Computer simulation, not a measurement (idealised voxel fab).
voxel wiring stack: a process module
We display cut, a cross-section 160 nm in width whose square cells are each 5 nm.
Square cells in a grid make up a cross-section in this document, and the grid is given as bands, listed from the top down, each one or more rows of cells. Read a band's entry like this: the first values are the height of its top and the height of its bottom in nm, and what follows is the sequence of materials from left to right, each with its width in nm. Note that "blank" is empty space, and that a single material marked "edge to edge" reaches across the band from edge to edge. Heights are measured from 0, the level below which the as-received wafer is all one material; the lowest band has no bottom and continues downward, written as in "0 and below". The expression "30->40" gives the width at the extremes of the band, the first number at its top row of cells and the second at its bottom row, with the width changing by equal amounts from each row to the next in between. You'll sometimes find "remains unaltered" written for a step, and that's the way of saying that nowhere in the cross-section did a cell change during that step. "Internal closed voids" - sealed voids, min. 8 cells, no opening to top; format: width x height at distance (distance from left edge; nm throughout). Whatever follows a step's settings on its line is a remark the simulator itself makes about that step. What "overlay nm" on a step's line means: if the step has a mask, that mask lay this far to the right of its planned place, or, when the value is negative, to the left.

## The planned process steps are enumerated hereunder
| 1 | RECEIVE,material Si |
| 2 | CONFORMAL_DEP,material SiO2,thk nm 15 |
| 3 | DIRECTIONAL_DEP,material TiN,thk nm 5 |
| 4 | DIRECTIONAL_DEP,material Ru,thk nm 20 |
| 5 | DIRECTIONAL_DEP,material aC,thk nm 15 |
| 6 | PATTERN,tone cover,mask id METAL_1,material resist,width nm 20,pitch nm 35,thk nm 35,overlay nm 0 |
| 7 | DIRECTIONAL_ETCH,etch materials aC,depth nm 15 |
| 8 | STRIP,etch materials resist |
| 9 | DIRECTIONAL_ETCH,etch materials Ru,depth nm 20 |
| 10 | DIRECTIONAL_ETCH,etch materials TiN,depth nm 5 |
| 11 | STRIP,etch materials aC |
| 12 | CONFORMAL_DEP,material SiCN,thk nm 5 |
| 13 | FILL_DEP,material SiO2,thk nm 10 |
| 14 | CMP,height nm 40 |
| 15 | CONFORMAL_DEP,material SiCN,thk nm 5 |
| 16 | DIRECTIONAL_DEP,material lowk,thk nm 30 |
| 17 | MASKED_ETCH,tone open,mask id METAL_2,width nm 20,pitch nm 35,etch materials lowk,depth nm 20,overlay nm 0 |
| 18 | DIRECTIONAL_DEP,material aC,thk nm 10 |
| 19 | PATTERN,tone open,mask id METAL_2_HOLES,material resist,width nm 15,pitch nm 70,thk nm 30,overlay nm 0 |
| 20 | DIRECTIONAL_ETCH,etch materials aC,depth nm 10 |
| 21 | STRIP,etch materials resist |
| 22 | DIRECTIONAL_ETCH,etch materials lowk,depth nm 10 |
| 23 | DIRECTIONAL_ETCH,etch materials SiCN,depth nm 5 |
| 24 | STRIP,etch materials aC |
| 25 | CONFORMAL_DEP,material TiN,thk nm 5 |
| 26 | FILL_DEP,material Cu,thk nm 10 |
| 27 | CMP,height nm 75 |
| 28 | CONFORMAL_DEP,material SiN,thk nm 5 |

## The following pertains to the first of two wafers, which was processed as planned

## Here's what the wafer looked like in cross-section when it arrived - that's after step 1
    0 and below | Si edge to edge
    Internal closed voids: none

## The following cross-section depicts the wafer upon completion of step 2
    15 down to 0 | SiO2 edge to edge
    Below 0, no change.

## The following cross-section depicts the wafer upon completion of step 3
    20 down to 15 | TiN edge to edge
    Below 15, no change.

## The following cross-section depicts the wafer upon completion of step 4
    40 down to 20 | Ru edge to edge
    Below 20, no change.

## The following cross-section depicts the wafer upon completion of step 5
    55 down to 40 | aC edge to edge
    Below 40, no change.

## The following cross-section depicts the wafer upon completion of step 6
    90 down to 55 | blank: 15, then resist: 20, then blank: 15, then resist: 20, then blank: 15, then resist: 20, then blank: 15, then resist: 20, then blank: 20
    Below 55, no change.

## The following cross-section depicts the wafer upon completion of step 7
    75 down to 55 | blank: 15, then resist: 20, then blank: 15, then resist: 20, then blank: 15, then resist: 20, then blank: 15, then resist: 20, then blank: 20
    55 down to 40 | blank: 15, then aC: 20, then blank: 15, then aC: 20, then blank: 15, then aC: 20, then blank: 15, then aC: 20, then blank: 20
    Below 40, no change.

## The following cross-section depicts the wafer upon completion of step 8
    55 down to 40 | blank: 15, then aC: 20, then blank: 15, then aC: 20, then blank: 15, then aC: 20, then blank: 15, then aC: 20, then blank: 20
    Below 40, no change.

## The following cross-section depicts the wafer upon completion of step 9
    55 down to 40 | blank: 15, then aC: 20, then blank: 15, then aC: 20, then blank: 15, then aC: 20, then blank: 15, then aC: 20, then blank: 20
    40 down to 20 | blank: 15, then Ru: 20, then blank: 15, then Ru: 20, then blank: 15, then Ru: 20, then blank: 15, then Ru: 20, then blank: 20
    Below 20, no change.

## The following cross-section depicts the wafer upon completion of step 10
    55 down to 40 | blank: 15, then aC: 20, then blank: 15, then aC: 20, then blank: 15, then aC: 20, then blank: 15, then aC: 20, then blank: 20
    40 down to 20 | blank: 15, then Ru: 20, then blank: 15, then Ru: 20, then blank: 15, then Ru: 20, then blank: 15, then Ru: 20, then blank: 20
    20 down to 15 | blank: 15, then TiN: 20, then blank: 15, then TiN: 20, then blank: 15, then TiN: 20, then blank: 15, then TiN: 20, then blank: 20
    Below 15, no change.

## The following cross-section depicts the wafer upon completion of step 11
    40 down to 20 | blank: 15, then Ru: 20, then blank: 15, then Ru: 20, then blank: 15, then Ru: 20, then blank: 15, then Ru: 20, then blank: 20
    Below 20, no change.

## The following cross-section depicts the wafer upon completion of step 12
    45 down to 40 | blank: 10, then SiCN: 30, then blank: 5, then SiCN: 30, then blank: 5, then SiCN: 30, then blank: 5, then SiCN: 30, then blank: 15
    40 down to 20 | blank: 10, then SiCN: 5, then Ru: 20, then SiCN: 5, then blank: 5, then SiCN: 5, then Ru: 20, then SiCN: 5, then blank: 5, then SiCN: 5, then Ru: 20, then SiCN: 5, then blank: 5, then SiCN: 5, then Ru: 20, then SiCN: 5, then blank: 15
    20 down to 15 | SiCN: 15, then TiN: 20, then SiCN: 15, then TiN: 20, then SiCN: 15, then TiN: 20, then SiCN: 15, then TiN: 20, then SiCN: 20
    Below 15, no change.

## The following cross-section depicts the wafer upon completion of step 13
    55 down to 45 | SiO2 edge to edge
    45 down to 40 | SiO2: 10, then SiCN: 30, then SiO2: 5, then SiCN: 30, then SiO2: 5, then SiCN: 30, then SiO2: 5, then SiCN: 30, then SiO2: 15
    40 down to 20 | SiO2: 10, then SiCN: 5, then Ru: 20, then SiCN: 5, then SiO2: 5, then SiCN: 5, then Ru: 20, then SiCN: 5, then SiO2: 5, then SiCN: 5, then Ru: 20, then SiCN: 5, then SiO2: 5, then SiCN: 5, then Ru: 20, then SiCN: 5, then SiO2: 15
    Below 20, no change.

## The following cross-section depicts the wafer upon completion of step 14
    40 down to 20 | SiO2: 10, then SiCN: 5, then Ru: 20, then SiCN: 5, then SiO2: 5, then SiCN: 5, then Ru: 20, then SiCN: 5, then SiO2: 5, then SiCN: 5, then Ru: 20, then SiCN: 5, then SiO2: 5, then SiCN: 5, then Ru: 20, then SiCN: 5, then SiO2: 15
    Below 20, no change.

## The following cross-section depicts the wafer upon completion of step 15
    45 down to 40 | SiCN edge to edge
    Below 40, no change.

## The following cross-section depicts the wafer upon completion of step 16
    75 down to 45 | lowk edge to edge
    Below 45, no change.

## The following cross-section depicts the wafer upon completion of step 17
    75 down to 55 | lowk: 15, then blank: 20, then lowk: 15, then blank: 20, then lowk: 15, then blank: 20, then lowk: 15, then blank: 20, then lowk: 20
    Below 55, no change.

## The following cross-section depicts the wafer upon completion of step 18
    85 down to 75 | aC: 15, then blank: 20, then aC: 15, then blank: 20, then aC: 15, then blank: 20, then aC: 15, then blank: 20, then aC: 20
    75 down to 65 | lowk: 15, then blank: 20, then lowk: 15, then blank: 20, then lowk: 15, then blank: 20, then lowk: 15, then blank: 20, then lowk: 20
    65 down to 55 | lowk: 15, then aC: 20, then lowk: 15, then aC: 20, then lowk: 15, then aC: 20, then lowk: 15, then aC: 20, then lowk: 20
    Below 55, no change.

## The following cross-section depicts the wafer upon completion of step 19
    115 down to 85 | resist: 15, then blank: 15, then resist: 55, then blank: 15, then resist: 60
    85 down to 75 | aC: 15, then blank: 15, then resist: 5, then aC: 15, then resist: 20, then aC: 15, then blank: 15, then resist: 5, then aC: 15, then resist: 20, then aC: 20
    75 down to 65 | lowk: 15, then blank: 15, then resist: 5, then lowk: 15, then resist: 20, then lowk: 15, then blank: 15, then resist: 5, then lowk: 15, then resist: 20, then lowk: 20
    Below 65, no change.

## The following cross-section depicts the wafer upon completion of step 20
    105 down to 85 | resist: 15, then blank: 15, then resist: 55, then blank: 15, then resist: 60
    85 down to 75 | aC: 15, then blank: 15, then resist: 5, then aC: 15, then resist: 20, then aC: 15, then blank: 15, then resist: 5, then aC: 15, then resist: 20, then aC: 20
    75 down to 65 | lowk: 15, then blank: 15, then resist: 5, then lowk: 15, then resist: 20, then lowk: 15, then blank: 15, then resist: 5, then lowk: 15, then resist: 20, then lowk: 20
    65 down to 55 | lowk: 15, then blank: 15, then aC: 5, then lowk: 15, then aC: 20, then lowk: 15, then blank: 15, then aC: 5, then lowk: 15, then aC: 20, then lowk: 20
    Below 55, no change.

## The following cross-section depicts the wafer upon completion of step 21
    85 down to 75 | aC: 15, then blank: 20, then aC: 15, then blank: 20, then aC: 15, then blank: 20, then aC: 15, then blank: 20, then aC: 20
    75 down to 65 | lowk: 15, then blank: 20, then lowk: 15, then blank: 20, then lowk: 15, then blank: 20, then lowk: 15, then blank: 20, then lowk: 20
    Below 65, no change.

## The following cross-section depicts the wafer upon completion of step 22
    85 down to 75 | aC: 15, then blank: 20, then aC: 15, then blank: 20, then aC: 15, then blank: 20, then aC: 15, then blank: 20, then aC: 20
    75 down to 65 | lowk: 15, then blank: 20, then lowk: 15, then blank: 20, then lowk: 15, then blank: 20, then lowk: 15, then blank: 20, then lowk: 20
    65 down to 55 | lowk: 15, then blank: 15, then aC: 5, then lowk: 15, then aC: 20, then lowk: 15, then blank: 15, then aC: 5, then lowk: 15, then aC: 20, then lowk: 20
    55 down to 45 | lowk: 15, then blank: 15, then lowk: 55, then blank: 15, then lowk: 60
    Below 45, no change.

## The following cross-section depicts the wafer upon completion of step 23
    85 down to 75 | aC: 15, then blank: 20, then aC: 15, then blank: 20, then aC: 15, then blank: 20, then aC: 15, then blank: 20, then aC: 20
    75 down to 65 | lowk: 15, then blank: 20, then lowk: 15, then blank: 20, then lowk: 15, then blank: 20, then lowk: 15, then blank: 20, then lowk: 20
    65 down to 55 | lowk: 15, then blank: 15, then aC: 5, then lowk: 15, then aC: 20, then lowk: 15, then blank: 15, then aC: 5, then lowk: 15, then aC: 20, then lowk: 20
    55 down to 45 | lowk: 15, then blank: 15, then lowk: 55, then blank: 15, then lowk: 60
    45 down to 40 | SiCN: 15, then blank: 15, then SiCN: 55, then blank: 15, then SiCN: 60
    Below 40, no change.

## The following cross-section depicts the wafer upon completion of step 24
    75 down to 55 | lowk: 15, then blank: 20, then lowk: 15, then blank: 20, then lowk: 15, then blank: 20, then lowk: 15, then blank: 20, then lowk: 20
    Below 55, no change.

## The following cross-section depicts the wafer upon completion of step 25
    80 down to 75 | TiN: 20, then blank: 10, then TiN: 25, then blank: 10, then TiN: 25, then blank: 10, then TiN: 25, then blank: 10, then TiN: 25
    75 down to 60 | lowk: 15, then TiN: 5, then blank: 10, then TiN: 5, then lowk: 15, then TiN: 5, then blank: 10, then TiN: 5, then lowk: 15, then TiN: 5, then blank: 10, then TiN: 5, then lowk: 15, then TiN: 5, then blank: 10, then TiN: 5, then lowk: 20
    60 down to 55 | lowk: 15, then TiN: 5, then blank: 5, then TiN: 10, then lowk: 15, then TiN: 20, then lowk: 15, then TiN: 5, then blank: 5, then TiN: 10, then lowk: 15, then TiN: 20, then lowk: 20
    55 down to 45 | lowk: 15, then TiN: 5, then blank: 5, then TiN: 5, then lowk: 55, then TiN: 5, then blank: 5, then TiN: 5, then lowk: 60
    45 down to 40 | SiCN: 15, then TiN: 15, then SiCN: 55, then TiN: 15, then SiCN: 60
    Below 40, no change.

## The following cross-section depicts the wafer upon completion of step 26
    90 down to 80 | Cu edge to edge
    80 down to 75 | TiN: 20, then Cu: 10, then TiN: 25, then Cu: 10, then TiN: 25, then Cu: 10, then TiN: 25, then Cu: 10, then TiN: 25
    75 down to 60 | lowk: 15, then TiN: 5, then Cu: 10, then TiN: 5, then lowk: 15, then TiN: 5, then Cu: 10, then TiN: 5, then lowk: 15, then TiN: 5, then Cu: 10, then TiN: 5, then lowk: 15, then TiN: 5, then Cu: 10, then TiN: 5, then lowk: 20
    60 down to 55 | lowk: 15, then TiN: 5, then Cu: 5, then TiN: 10, then lowk: 15, then TiN: 20, then lowk: 15, then TiN: 5, then Cu: 5, then TiN: 10, then lowk: 15, then TiN: 20, then lowk: 20
    55 down to 45 | lowk: 15, then TiN: 5, then Cu: 5, then TiN: 5, then lowk: 55, then TiN: 5, then Cu: 5, then TiN: 5, then lowk: 60
    Below 45, no change.

## The following cross-section depicts the wafer upon completion of step 27
    75 down to 60 | lowk: 15, then TiN: 5, then Cu: 10, then TiN: 5, then lowk: 15, then TiN: 5, then Cu: 10, then TiN: 5, then lowk: 15, then TiN: 5, then Cu: 10, then TiN: 5, then lowk: 15, then TiN: 5, then Cu: 10, then TiN: 5, then lowk: 20
    Below 60, no change.

## The following cross-section depicts the wafer upon completion of step 28
    80 down to 75 | SiN edge to edge
    Below 75, no change.

## Now the other wafer: same start, same recipe, but we messed up one thing when running it. Up to and including step 5 it's the same as the first one

## Cross-section of the second wafer when, according to plan, step 6 should have finished
    90 down to 55 | blank: 20, then resist: 15, then blank: 20, then resist: 15, then blank: 20, then resist: 15, then blank: 20, then resist: 15, then blank: 20
    Below 55, no change.

## Cross-section of the second wafer when, according to plan, step 7 should have finished
    75 down to 55 | blank: 20, then resist: 15, then blank: 20, then resist: 15, then blank: 20, then resist: 15, then blank: 20, then resist: 15, then blank: 20
    55 down to 40 | blank: 20, then aC: 15, then blank: 20, then aC: 15, then blank: 20, then aC: 15, then blank: 20, then aC: 15, then blank: 20
    Below 40, no change.

## Cross-section of the second wafer when, according to plan, step 8 should have finished
    55 down to 40 | blank: 20, then aC: 15, then blank: 20, then aC: 15, then blank: 20, then aC: 15, then blank: 20, then aC: 15, then blank: 20
    Below 40, no change.

## Cross-section of the second wafer when, according to plan, step 9 should have finished
    55 down to 40 | blank: 20, then aC: 15, then blank: 20, then aC: 15, then blank: 20, then aC: 15, then blank: 20, then aC: 15, then blank: 20
    40 down to 20 | blank: 20, then Ru: 15, then blank: 20, then Ru: 15, then blank: 20, then Ru: 15, then blank: 20, then Ru: 15, then blank: 20
    Below 20, no change.

## Cross-section of the second wafer when, according to plan, step 10 should have finished
    55 down to 40 | blank: 20, then aC: 15, then blank: 20, then aC: 15, then blank: 20, then aC: 15, then blank: 20, then aC: 15, then blank: 20
    40 down to 20 | blank: 20, then Ru: 15, then blank: 20, then Ru: 15, then blank: 20, then Ru: 15, then blank: 20, then Ru: 15, then blank: 20
    20 down to 15 | blank: 20, then TiN: 15, then blank: 20, then TiN: 15, then blank: 20, then TiN: 15, then blank: 20, then TiN: 15, then blank: 20
    Below 15, no change.

## Cross-section of the second wafer when, according to plan, step 11 should have finished
    40 down to 20 | blank: 20, then Ru: 15, then blank: 20, then Ru: 15, then blank: 20, then Ru: 15, then blank: 20, then Ru: 15, then blank: 20
    Below 20, no change.

## Cross-section of the second wafer when, according to plan, step 12 should have finished
    45 down to 40 | blank: 15, then SiCN: 25, then blank: 10, then SiCN: 25, then blank: 10, then SiCN: 25, then blank: 10, then SiCN: 25, then blank: 15
    40 down to 20 | blank: 15, then SiCN: 5, then Ru: 15, then SiCN: 5, then blank: 10, then SiCN: 5, then Ru: 15, then SiCN: 5, then blank: 10, then SiCN: 5, then Ru: 15, then SiCN: 5, then blank: 10, then SiCN: 5, then Ru: 15, then SiCN: 5, then blank: 15
    20 down to 15 | SiCN: 20, then TiN: 15, then SiCN: 20, then TiN: 15, then SiCN: 20, then TiN: 15, then SiCN: 20, then TiN: 15, then SiCN: 20
    Below 15, no change.

## Cross-section of the second wafer when, according to plan, step 13 should have finished
    55 down to 45 | SiO2 edge to edge
    45 down to 40 | SiO2: 15, then SiCN: 25, then SiO2: 10, then SiCN: 25, then SiO2: 10, then SiCN: 25, then SiO2: 10, then SiCN: 25, then SiO2: 15
    40 down to 20 | SiO2: 15, then SiCN: 5, then Ru: 15, then SiCN: 5, then SiO2: 10, then SiCN: 5, then Ru: 15, then SiCN: 5, then SiO2: 10, then SiCN: 5, then Ru: 15, then SiCN: 5, then SiO2: 10, then SiCN: 5, then Ru: 15, then SiCN: 5, then SiO2: 15
    Below 20, no change.

## Cross-section of the second wafer when, according to plan, step 14 should have finished
    40 down to 20 | SiO2: 15, then SiCN: 5, then Ru: 15, then SiCN: 5, then SiO2: 10, then SiCN: 5, then Ru: 15, then SiCN: 5, then SiO2: 10, then SiCN: 5, then Ru: 15, then SiCN: 5, then SiO2: 10, then SiCN: 5, then Ru: 15, then SiCN: 5, then SiO2: 15
    Below 20, no change.

## Cross-section of the second wafer when, according to plan, step 15 should have finished
    45 down to 40 | SiCN edge to edge
    Below 40, no change.

## Cross-section of the second wafer when, according to plan, step 16 should have finished
    75 down to 45 | lowk edge to edge
    Below 45, no change.

## Cross-section of the second wafer when, according to plan, step 17 should have finished
    75 down to 55 | lowk: 15, then blank: 20, then lowk: 15, then blank: 20, then lowk: 15, then blank: 20, then lowk: 15, then blank: 20, then lowk: 20
    Below 55, no change.

## Cross-section of the second wafer when, according to plan, step 18 should have finished
    85 down to 75 | aC: 15, then blank: 20, then aC: 15, then blank: 20, then aC: 15, then blank: 20, then aC: 15, then blank: 20, then aC: 20
    75 down to 65 | lowk: 15, then blank: 20, then lowk: 15, then blank: 20, then lowk: 15, then blank: 20, then lowk: 15, then blank: 20, then lowk: 20
    65 down to 55 | lowk: 15, then aC: 20, then lowk: 15, then aC: 20, then lowk: 15, then aC: 20, then lowk: 15, then aC: 20, then lowk: 20
    Below 55, no change.

## Cross-section of the second wafer when, according to plan, step 19 should have finished
    115 down to 85 | resist: 15, then blank: 15, then resist: 55, then blank: 15, then resist: 60
    85 down to 75 | aC: 15, then blank: 15, then resist: 5, then aC: 15, then resist: 20, then aC: 15, then blank: 15, then resist: 5, then aC: 15, then resist: 20, then aC: 20
    75 down to 65 | lowk: 15, then blank: 15, then resist: 5, then lowk: 15, then resist: 20, then lowk: 15, then blank: 15, then resist: 5, then lowk: 15, then resist: 20, then lowk: 20
    Below 65, no change.

## Cross-section of the second wafer when, according to plan, step 20 should have finished
    105 down to 85 | resist: 15, then blank: 15, then resist: 55, then blank: 15, then resist: 60
    85 down to 75 | aC: 15, then blank: 15, then resist: 5, then aC: 15, then resist: 20, then aC: 15, then blank: 15, then resist: 5, then aC: 15, then resist: 20, then aC: 20
    75 down to 65 | lowk: 15, then blank: 15, then resist: 5, then lowk: 15, then resist: 20, then lowk: 15, then blank: 15, then resist: 5, then lowk: 15, then resist: 20, then lowk: 20
    65 down to 55 | lowk: 15, then blank: 15, then aC: 5, then lowk: 15, then aC: 20, then lowk: 15, then blank: 15, then aC: 5, then lowk: 15, then aC: 20, then lowk: 20
    Below 55, no change.

## Cross-section of the second wafer when, according to plan, step 21 should have finished
    85 down to 75 | aC: 15, then blank: 20, then aC: 15, then blank: 20, then aC: 15, then blank: 20, then aC: 15, then blank: 20, then aC: 20
    75 down to 65 | lowk: 15, then blank: 20, then lowk: 15, then blank: 20, then lowk: 15, then blank: 20, then lowk: 15, then blank: 20, then lowk: 20
    Below 65, no change.

## Cross-section of the second wafer when, according to plan, step 22 should have finished
    85 down to 75 | aC: 15, then blank: 20, then aC: 15, then blank: 20, then aC: 15, then blank: 20, then aC: 15, then blank: 20, then aC: 20
    75 down to 65 | lowk: 15, then blank: 20, then lowk: 15, then blank: 20, then lowk: 15, then blank: 20, then lowk: 15, then blank: 20, then lowk: 20
    65 down to 55 | lowk: 15, then blank: 15, then aC: 5, then lowk: 15, then aC: 20, then lowk: 15, then blank: 15, then aC: 5, then lowk: 15, then aC: 20, then lowk: 20
    55 down to 45 | lowk: 15, then blank: 15, then lowk: 55, then blank: 15, then lowk: 60
    Below 45, no change.

## Cross-section of the second wafer when, according to plan, step 23 should have finished
    85 down to 75 | aC: 15, then blank: 20, then aC: 15, then blank: 20, then aC: 15, then blank: 20, then aC: 15, then blank: 20, then aC: 20
    75 down to 65 | lowk: 15, then blank: 20, then lowk: 15, then blank: 20, then lowk: 15, then blank: 20, then lowk: 15, then blank: 20, then lowk: 20
    65 down to 55 | lowk: 15, then blank: 15, then aC: 5, then lowk: 15, then aC: 20, then lowk: 15, then blank: 15, then aC: 5, then lowk: 15, then aC: 20, then lowk: 20
    55 down to 45 | lowk: 15, then blank: 15, then lowk: 55, then blank: 15, then lowk: 60
    45 down to 40 | SiCN: 15, then blank: 15, then SiCN: 55, then blank: 15, then SiCN: 60
    Below 40, no change.

## Cross-section of the second wafer when, according to plan, step 24 should have finished
    75 down to 55 | lowk: 15, then blank: 20, then lowk: 15, then blank: 20, then lowk: 15, then blank: 20, then lowk: 15, then blank: 20, then lowk: 20
    Below 55, no change.

## Cross-section of the second wafer when, according to plan, step 25 should have finished
    80 down to 75 | TiN: 20, then blank: 10, then TiN: 25, then blank: 10, then TiN: 25, then blank: 10, then TiN: 25, then blank: 10, then TiN: 25
    75 down to 60 | lowk: 15, then TiN: 5, then blank: 10, then TiN: 5, then lowk: 15, then TiN: 5, then blank: 10, then TiN: 5, then lowk: 15, then TiN: 5, then blank: 10, then TiN: 5, then lowk: 15, then TiN: 5, then blank: 10, then TiN: 5, then lowk: 20
    60 down to 55 | lowk: 15, then TiN: 5, then blank: 5, then TiN: 10, then lowk: 15, then TiN: 20, then lowk: 15, then TiN: 5, then blank: 5, then TiN: 10, then lowk: 15, then TiN: 20, then lowk: 20
    55 down to 45 | lowk: 15, then TiN: 5, then blank: 5, then TiN: 5, then lowk: 55, then TiN: 5, then blank: 5, then TiN: 5, then lowk: 60
    45 down to 40 | SiCN: 15, then TiN: 15, then SiCN: 55, then TiN: 15, then SiCN: 60
    Below 40, no change.

## Cross-section of the second wafer when, according to plan, step 26 should have finished
    90 down to 80 | Cu edge to edge
    80 down to 75 | TiN: 20, then Cu: 10, then TiN: 25, then Cu: 10, then TiN: 25, then Cu: 10, then TiN: 25, then Cu: 10, then TiN: 25
    75 down to 60 | lowk: 15, then TiN: 5, then Cu: 10, then TiN: 5, then lowk: 15, then TiN: 5, then Cu: 10, then TiN: 5, then lowk: 15, then TiN: 5, then Cu: 10, then TiN: 5, then lowk: 15, then TiN: 5, then Cu: 10, then TiN: 5, then lowk: 20
    60 down to 55 | lowk: 15, then TiN: 5, then Cu: 5, then TiN: 10, then lowk: 15, then TiN: 20, then lowk: 15, then TiN: 5, then Cu: 5, then TiN: 10, then lowk: 15, then TiN: 20, then lowk: 20
    55 down to 45 | lowk: 15, then TiN: 5, then Cu: 5, then TiN: 5, then lowk: 55, then TiN: 5, then Cu: 5, then TiN: 5, then lowk: 60
    Below 45, no change.

## Cross-section of the second wafer when, according to plan, step 27 should have finished
    75 down to 60 | lowk: 15, then TiN: 5, then Cu: 10, then TiN: 5, then lowk: 15, then TiN: 5, then Cu: 10, then TiN: 5, then lowk: 15, then TiN: 5, then Cu: 10, then TiN: 5, then lowk: 15, then TiN: 5, then Cu: 10, then TiN: 5, then lowk: 20
    Below 60, no change.

## Cross-section of the second wafer when, according to plan, step 28 should have finished
    80 down to 75 | SiN edge to edge
    Below 75, no change.
The mistake made against the process plan was this: step 6 changed vs plan, executed as PATTERN,tone cover,mask id METAL_1,material resist,width nm 15,pitch nm 35,thk nm 35,overlay nm 0
Once processing is complete, comparing cell counts shows that the second wafer has more or fewer of certain materials than the first: 16 fewer of Ru, 4 more of SiCN, 16 more of SiO2, 4 fewer of TiN
